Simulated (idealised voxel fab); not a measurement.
process module | voxel released beams
cross-section cut | 225 nm wide | cells 5 nm
A cross-section is a grid of square cells, given in bands from the top down. A band is one or more rows of cells.
Each band's line starts with the height of the band's top and of its bottom, in nm. Then come its materials from left to right, each with its width in nm. One material with "throughout" fills the band from edge to edge. "air" is empty space.
Height 0 is the level under which the wafer as received is all one material. The lowest band goes on downwards, as in "0 down".
A width such as "30 to 40" changes by the same amount from each row of cells to the next, from the band's top row to its bottom row.
"no change" after a step means that no cell of the cross-section changed.
closed voids: empty space of 8 cells or more with no open way to the top, each as width x height at its distance from the left edge, in nm
after a step's settings: what the simulator itself notes on the step
overlay nm, on a step with a mask: how far to the right of its planned place the mask lay; to the left if negative
plan
1 op RECEIVE | material Si
2 op CONFORMAL_DEP | material Al2O3 | thk nm 10
3 op DIRECTIONAL_DEP | material SiO2 | thk nm 20
4 op DIRECTIONAL_DEP | material aC | thk nm 15
5 op PATTERN | tone open | mask id ANCHOR | material resist | width nm 45 | thk nm 35 | overlay nm 0
6 op DIRECTIONAL_ETCH | etch materials aC | depth nm 15
7 op STRIP | etch materials resist
8 op DIRECTIONAL_ETCH | etch materials SiO2 | depth nm 20
9 op STRIP | etch materials aC
10 op CONFORMAL_DEP | material polySi | thk nm 15
11 op PATTERN | tone cover | mask id BEAM | material resist | width nm 120 | thk nm 20 | overlay nm 0
12 op DIRECTIONAL_ETCH | etch materials polySi | depth nm 15
13 op STRIP | etch materials resist
14 op STRIP | etch materials SiO2
as received, after step 1
  0 down: Si throughout
  closed voids: none
a wafer at the end: this start, this plan, one mistake
  45 to 30: air 50 | polySi 25 | air 5 | polySi 90 | air 55
  30 to 25: air 60 | polySi 15 | air 5 | polySi 15 | air 130
  25 to 10: air 60 | polySi 35 | air 130
  10 to 0: Al2O3 throughout
  0 down: Si throughout
  closed voids: none
what went wrong: step 5 ran as: op PATTERN | tone open | mask id ANCHOR | material resist | width nm 35 | thk nm 35 | overlay nm 0
